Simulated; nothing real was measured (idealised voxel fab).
process module | voxel released beams
cross-section cut | 180 nm wide | cells 5 nm
A cross-section is a grid of square cells, given in bands from the top down. A band is one or more rows of cells.
Each band's line starts with the height of the band's top and of its bottom, in nm. Then come its materials from left to right, each with its width in nm. One material with "throughout" fills the band from edge to edge. "air" is empty space.
Height 0 is the level under which the wafer as received is all one material. The lowest band goes on downwards, as in "0 down".
A width such as "30 to 40" changes by the same amount from each row of cells to the next, from the band's top row to its bottom row.
"no change" after a step means that no cell of the cross-section changed.
closed voids: empty space of 8 cells or more with no open way to the top, each as width x height at its distance from the left edge, in nm
after a step's settings: what the simulator itself notes on the step
overlay nm, on a step with a mask: how far to the right of its planned place the mask lay; to the left if negative
plan
1 op RECEIVE | material Si
2 op CONFORMAL_DEP | material Al2O3 | thk nm 10
3 op DIRECTIONAL_DEP | material SiO2 | thk nm 10
4 op PATTERN | tone open | mask id ANCHOR | material resist | width nm 30 | thk nm 15 | overlay nm 0
5 op DIRECTIONAL_ETCH | etch materials SiO2 | depth nm 10
6 op STRIP | etch materials resist
7 op CONFORMAL_DEP | material SiN | thk nm 10
8 op PATTERN | tone cover | mask id BEAM | material resist | width nm 100 | thk nm 20 | overlay nm 0
9 op DIRECTIONAL_ETCH | etch materials SiN | depth nm 10
10 op STRIP | etch materials resist
11 op STRIP | etch materials SiO2
first wafer, as planned
as received, after step 1
  0 down: Si throughout
  closed voids: none
after step 2
  10 to 0: Al2O3 throughout
  below 0: unchanged
after step 3
  20 to 10: SiO2 throughout
  below 10: unchanged
after step 4
  35 to 20: resist 40 | air 30 | resist 110
  below 20: unchanged
after step 5
  35 to 20: resist 40 | air 30 | resist 110
  20 to 10: SiO2 40 | air 30 | SiO2 110
  below 10: unchanged
after step 6
  20 to 10: SiO2 40 | air 30 | SiO2 110
  below 10: unchanged
after step 7
  30 to 20: SiN 50 | air 10 | SiN 120
  20 to 10: SiO2 40 | SiN 30 | SiO2 110
  below 10: unchanged
after step 8
  50 to 30: air 35 | resist 100 | air 45
  30 to 20: SiN 50 | resist 10 | SiN 120
  below 20: unchanged
after step 9
  50 to 30: air 35 | resist 100 | air 45
  30 to 20: air 35 | SiN 15 | resist 10 | SiN 75 | air 45
  below 20: unchanged
after step 10
  30 to 20: air 35 | SiN 15 | air 10 | SiN 75 | air 45
  below 20: unchanged
after step 11
  30 to 20: air 35 | SiN 15 | air 10 | SiN 75 | air 45
  20 to 10: air 40 | SiN 30 | air 110
  below 10: unchanged
second wafer: like start, like plan, one mistake. Through step 1 it matches the first wafer
when step 2 should have ended
  10 to 0: SiO2 throughout
  below 0: unchanged
when step 3 should have ended
  20 to 10: Al2O3 throughout
  below 10: unchanged
when step 4 should have ended
  35 to 20: resist 40 | air 30 | resist 110
  below 20: unchanged
when step 5 should have ended: no change
when step 6 should have ended
  20 to 10: Al2O3 throughout
  below 10: unchanged
when step 7 should have ended
  30 to 20: SiN throughout
  below 20: unchanged
when step 8 should have ended
  50 to 30: air 35 | resist 100 | air 45
  below 30: unchanged
when step 9 should have ended
  50 to 30: air 35 | resist 100 | air 45
  30 to 20: air 35 | SiN 100 | air 45
  below 20: unchanged
when step 10 should have ended
  30 to 20: air 35 | SiN 100 | air 45
  below 20: unchanged
when step 11 should have ended: no change
what went wrong: steps 2 and 3 were swapped
at the end the second wafer has, in cells: 8 fewer of SiN | 72 more of SiO2
